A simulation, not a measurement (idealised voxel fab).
voxel released beams: a process module
Section shown: cut. Width: 290 nm. Cell size: 5 nm, square.
Throughout this document, each cross-section is represented as a grid of square cells and is presented as a sequence of bands enumerated from the top downward, where a band comprises one or more rows of cells.
Per band: top height and bottom height in nm, followed by the left-to-right materials and their widths in nm; "all across" marks a single material spanning edge to edge, "air" marks empty space.
Ref level 0: as-received wafer is one material below here. Bottom band extends down with no lower bound ("z 0 and below").
Width spec "30->40" -> top row of cells at first value, bottom row at second value, equal per-row change in between.
No cell of the cross-section changed in a step that is given as "nothing was modified".
What "Enclosed void inventory" gives you is every empty space of 8 cells or more that is cut off from the top. Each appears as width x height at distance, with the distance taken from the left edge and width, height and distance all in nm.
If you see something after the settings on a step's line, that's the simulator's own remark about that step.
Steps that use a mask can have "overlay nm" on their line. It says how far the mask sat to the right of where it was meant to be. Negative means to the left.

The following list gives the planned process steps
1: RECEIVE: material Si
2: CONFORMAL_DEP: material SiN, thk nm 10
3: DIRECTIONAL_DEP: material SiO2, thk nm 20
4: MASKED_ETCH: tone open, mask id ANCHOR, width nm 25, etch materials SiO2, depth nm 20, overlay nm 0
5: CONFORMAL_DEP: material polySi, thk nm 10
6: MASKED_ETCH: tone cover, mask id BEAM, width nm 90, etch materials polySi, depth nm 10, overlay nm 0
7: STRIP: etch materials SiO2
The plan shows the width nm of step 4 as the first wafer had it; this setting differs between the wafers, which start out alike.

The first of several wafers, as received after step 1, seen in section
    z 0 and below  Si all across
    Enclosed void inventory: none

The table below has one row for each wafer; a row shows, as of the end of the module, how many cells of each material the wafer has gained, marked (+), or lost, marked (-), since it was received, and then the wafer's closed voids
width nm 25, +116 SiN, +52 polySi, Enclosed void inventory: none
width nm 30, +116 SiN, +52 polySi, Enclosed void inventory: none
width nm 35, +116 SiN, +52 polySi, Enclosed void inventory: none
width nm 40, +116 SiN, +52 polySi, Enclosed void inventory: none
width nm 45, +116 SiN, +52 polySi, Enclosed void inventory: none
width nm 50, +116 SiN, +52 polySi, Enclosed void inventory: none
